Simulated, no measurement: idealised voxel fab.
Proc. module: voxel ribs on slabs
It is cross-section cut that appears here, measuring 205 nm in width, its square cells being 5 nm in size.
A cross-section is a grid of square cells, given in bands from the top down. A band is one or more rows of cells.
Heights first: top, then bottom, in nm. Then materials, left to right, each with a width in nm. "everywhere" on a single material: fills the band edge to edge. "empty": empty space.
Basically, 0 is our baseline, since under it the wafer straight out of the box is all one material. The bottom band has no lower end and keeps on going down, so it looks like "z 0 and below".
Quick explanation for "30..40": the width changes in equal steps down the rows of cells, from the first number in the band's top row to the second number in its bottom row.
Step marked "no change"? Then no cell in the cross-section changed in it.
Heads up: "Enclosed void catalog" only lists the empty pockets with no open path to the top that are 8 cells or more, and it writes them as width x height at distance, distance from the left edge, in nm.
Read whatever lies past the settings on a step's line as the simulator's own remark about the step.
"overlay nm" on a masked step: distance the mask lay right of its planned place, negative for left.

Below is the list of planned process steps:
1,RECEIVE | material Si
2,DIRECTIONAL_DEP | material SiO2 | thk nm 25
3,DIRECTIONAL_DEP | material SiN | thk nm 15
4,DIRECTIONAL_DEP | material aC | thk nm 15
5,PATTERN | tone cover | mask id RIB | material resist | width nm 20 | thk nm 30 | overlay nm 0
6,DIRECTIONAL_ETCH | etch materials aC | depth nm 5
7,STRIP | etch materials resist
8,DIRECTIONAL_ETCH | etch materials SiN | depth nm 5
9,STRIP | etch materials aC
10,MASKED_ETCH | tone cover | mask id SLAB | width nm 80 | etch materials SiN | depth nm 10 | overlay nm 0
11,FILL_DEP | material SiO2 | thk nm 25
12,CMP | height nm 55
13,DIRECTIONAL_DEP | material TiN | thk nm 5
14,PATTERN | tone cover | mask id HEATER | material resist | width nm 30 | thk nm 15 | overlay nm 0
15,DIRECTIONAL_ETCH | etch materials TiN | depth nm 5
16,STRIP | etch materials resist
17,CONFORMAL_DEP | material SiO2 | thk nm 10
All wafers enter the flow in the same state. The depth nm at step 6 differs from wafer to wafer, and the plan gives the value for the first wafer.

After step 1, as received: first of several wafers, cross-section:
- z 0 and below  Si everywhere
- Enclosed void catalog: none

Take a look at the first of several wafers in cross-section: the module is done, and step 17 was its last step:
- z 70 to 65  empty: 75, SiO2: 50, empty: 80
- z 65 to 60  SiO2 everywhere
- z 60 to 55  SiO2: 85, TiN: 30, SiO2: 90
- z 55 to 40  SiO2 everywhere
- z 40 to 30  SiO2: 60, SiN: 80, SiO2: 65
- z 30 to 25  SiN everywhere
- z 25 to 0  SiO2 everywhere
- z 0 and below  Si everywhere
- Enclosed void catalog: none

The final wafer, sectioned at module end:
- z 70 to 65  empty: 75, SiO2: 50, empty: 80
- z 65 to 60  SiO2 everywhere
- z 60 to 55  SiO2: 85, TiN: 30, SiO2: 90
- z 55 to 40  SiO2 everywhere
- z 40 to 35  SiO2: 90, SiN: 20, SiO2: 95
- z 35 to 25  SiO2: 60, SiN: 80, SiO2: 65
- z 25 to 0  SiO2 everywhere
- z 0 and below  Si everywhere
- Enclosed void catalog: none

End of module, by wafer: material-by-material cell gain (+) or loss (-) since receipt, then closed voids:
depth nm 5 | +73 SiN | +464 SiO2 | +6 TiN | Enclosed void catalog: none
depth nm 10 | +73 SiN | +464 SiO2 | +6 TiN | Enclosed void catalog: none
depth nm 15 | +36 SiN | +501 SiO2 | +6 TiN | Enclosed void catalog: none
depth nm 20 | +36 SiN | +501 SiO2 | +6 TiN | Enclosed void catalog: none
depth nm 25 | +36 SiN | +501 SiO2 | +6 TiN | Enclosed void catalog: none
depth nm 30 | +36 SiN | +501 SiO2 | +6 TiN | Enclosed void catalog: none
